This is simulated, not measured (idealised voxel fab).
Name of the process module below: voxel spacer lines
Cross-sectional view cut (width: 175 nm; square cell size: 5 nm).
In what follows, cross-sections appear as grids of square cells, described through bands that run from the top down, where every band is one or more rows of cells.
This entry defines a band. It first specifies the height of the band's top and the height of its bottom in nm, and then specifies the band's materials from left to right, stating each material with its width in nm. The word "throughout" identifies a single material that fills the band from edge to edge, while the word "air" identifies empty space.
Note: height 0 marks the level under which the wafer is uniformly one material as received. Lowest band unbounded below, written "z 0 and below".
The two numbers in a width such as "30->40" mark its ends across the band: the first belongs to the top row of cells, the second to the bottom row, and from each row to the next the width moves by the same amount.
"nothing was modified" after a step means that no cell of the cross-section changed.
Basically, "Enclosed cavity list" tells you about the enclosed voids: empty spaces with no open way to the top, 8 cells or bigger, each written width x height at distance, where distance is from the left edge, all in nm.
On a step's line, text after the settings is the simulator commenting on that step.
You can add "overlay nm" to a step's line. For a step with a mask, it describes how far the mask lay to the right of its planned position, and a negative number describes a lay to the left.
These are the steps we planned for the process:
- 1: RECEIVE, material Si
- 2: CONFORMAL_DEP, material Al2O3, thk nm 10
- 3: DIRECTIONAL_DEP, material TiN, thk nm 15
- 4: DIRECTIONAL_DEP, material polySi, thk nm 25
- 5: PATTERN, tone cover, mask id MANDREL, material resist, width nm 25, pitch nm 70, thk nm 30, overlay nm 0
- 6: DIRECTIONAL_ETCH, etch materials polySi, depth nm 25
- 7: STRIP, etch materials resist
- 8: CONFORMAL_DEP, material SiN, thk nm 10
- 9: DIRECTIONAL_ETCH, etch materials SiN, depth nm 10
- 10: STRIP, etch materials polySi
- 11: DIRECTIONAL_ETCH, etch materials TiN, depth nm 15
- 12: STRIP, etch materials SiN
Cross-section of the wafer at receipt, which is the condition after step 1:
    z 0 and below: Si throughout
    Enclosed cavity list: none
The plan above was carried out on the starting structure above with one mistake, and this cross-section shows the wafer at the end of the module:
    z 25 to 10: 40 air, then 10 TiN, then 25 air, then 10 TiN, then 25 air, then 10 TiN, then 25 air, then 10 TiN, then 20 air
    z 10 to 0: Al2O3 throughout
    z 0 and below: Si throughout
    Enclosed cavity list: none
Want to know what went wrong? step 5 went in with a setting other than planned; the actual run was PATTERN, tone cover, mask id MANDREL, material resist, width nm 25, pitch nm 70, thk nm 30, overlay nm 10
